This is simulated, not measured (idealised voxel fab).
Name of the process module below: voxel capacitor over wiring
Cross-section cut: width 270 nm, square cells of 5 nm.
Cross-section spec: square-cell grid; bands listed top down; each band is one or more rows.
First you get the band's top height and its bottom height, in nm, and then the materials it's made of, left to right, with each width in nm. If you see a single material with "everywhere", that one covers the band edge to edge. "air" is empty space.
Zero point of the height axis is 0; under it, received wafer = one material. Lowest band: continues down indefinitely, "0..down".
The two numbers in a width such as "30->40" mark its ends across the band: the first belongs to the top row of cells, the second to the bottom row, and from each row to the next the width moves by the same amount.
"remained the same" after a step means that no cell of the cross-section changed.
"Completely enclosed voids" lists enclosed empty spaces (at least 8 cells, no open path upward to the top), each as width x height at distance from the left edge, in nm.
Text after the settings on a step's line: the simulator's own remark on that step.
overlay nm: for a step with a mask, the amount by which the mask lay right of where it was planned; a negative amount means left of it.
## Intended process steps
1) RECEIVE with material Si
2) CONFORMAL_DEP with material SiO2, thk nm 15
3) CONFORMAL_DEP with material SiCN, thk nm 5
4) DIRECTIONAL_DEP with material lowk, thk nm 25
5) MASKED_ETCH with tone open, mask id METAL_1, width nm 20, pitch nm 90, etch materials lowk, depth nm 25, overlay nm 0
6) MASKED_ETCH with tone open, mask id METAL_1, width nm 20, pitch nm 90, etch materials SiCN, depth nm 5, overlay nm 0
7) CONFORMAL_DEP with material TiN, thk nm 5
8) FILL_DEP with material W, thk nm 5
9) CMP with height nm 45
10) CONFORMAL_DEP with material SiCN, thk nm 5
11) DIRECTIONAL_DEP with material lowk, thk nm 20
12) MASKED_ETCH with tone open, mask id PLUG_1, width nm 15, etch materials lowk, depth nm 20, overlay nm 0
13) MASKED_ETCH with tone open, mask id PLUG_1, width nm 15, etch materials SiCN, depth nm 5, overlay nm 0
14) CONFORMAL_DEP with material TiN, thk nm 5
15) FILL_DEP with material Ru, thk nm 5
16) CMP with height nm 70
17) DIRECTIONAL_DEP with material TiN, thk nm 10
18) DIRECTIONAL_DEP with material HfO2, thk nm 5
19) DIRECTIONAL_DEP with material TiN, thk nm 10
20) MASKED_ETCH with tone cover, mask id UPPER_PLATE, width nm 75, etch materials TiN, depth nm 10, overlay nm 0
21) MASKED_ETCH with tone cover, mask id UPPER_PLATE, width nm 75, etch materials HfO2, depth nm 5, overlay nm 0
22) PATTERN with tone cover, mask id LOWER_PLATE, material resist, width nm 85, thk nm 15, overlay nm 0
23) DIRECTIONAL_ETCH with etch materials TiN, depth nm 10
24) STRIP with etch materials resist
25) FILL_DEP with material SiO2, thk nm 15
26) CMP with height nm 105
27) DIRECTIONAL_DEP with material aC, thk nm 10
28) PATTERN with tone open, mask id PLUG_2, material resist, width nm 15, thk nm 30, overlay nm 0
29) DIRECTIONAL_ETCH with etch materials aC, depth nm 10
30) STRIP with etch materials resist
31) DIRECTIONAL_ETCH with etch materials SiO2, depth nm 10
32) STRIP with etch materials aC
33) CONFORMAL_DEP with material TiN, thk nm 5
34) FILL_DEP with material Ru, thk nm 5
35) CMP with height nm 105
36) CONFORMAL_DEP with material SiN, thk nm 5
## So this is the incoming wafer in cross-section - it's already been through step 1
	0..down  Si everywhere
	Completely enclosed voids: none
## First of two wafers: cross-section at end of module, run per plan
	110..105  SiN everywhere
	105..100  SiO2 95 / TiN 5 / Ru 5 / TiN 5 / SiO2 160
	100..95  SiO2 95 / TiN 15 / SiO2 160
	95..85  SiO2 85 / TiN 75 / SiO2 110
	85..80  SiO2 85 / HfO2 75 / SiO2 110
	80..70  SiO2 80 / TiN 85 / SiO2 105
	70..50  lowk 85 / TiN 5 / Ru 5 / TiN 5 / lowk 170
	50..45  SiCN 85 / TiN 15 / SiCN 170
	45..20  lowk 80 / TiN 5 / W 10 / TiN 5 / lowk 70 / TiN 5 / W 10 / TiN 5 / lowk 80
	20..15  SiCN 80 / TiN 20 / SiCN 70 / TiN 20 / SiCN 80
	15..0  SiO2 everywhere
	0..down  Si everywhere
	Completely enclosed voids: none
## Second of two wafers, module complete, sectioned: it shares the first wafer's start and plan but was run with one mistake
	110..105  SiN everywhere
	105..100  SiO2 95 / TiN 5 / Ru 5 / TiN 5 / SiO2 160
	100..95  SiO2 95 / TiN 15 / SiO2 160
	95..85  SiO2 85 / TiN 75 / SiO2 110
	85..80  SiO2 85 / HfO2 75 / SiO2 110
	80..70  SiO2 80 / TiN 85 / SiO2 105
	70..50  lowk 85 / TiN 5 / Ru 5 / TiN 5 / lowk 170
	50..45  SiCN 85 / TiN 15 / SiCN 170
	45..40  SiCN 80 / TiN 20 / SiCN 70 / TiN 20 / SiCN 80
	40..15  lowk everywhere
	15..0  SiO2 everywhere
	0..down  Si everywhere
	Completely enclosed voids: none
Want to know what went wrong? steps 3 and 4 swapped
Final tally in cells, some materials are higher or lower on the second wafer than on the first: TiN: 20 fewer; W: 20 fewer; lowk: 40 more
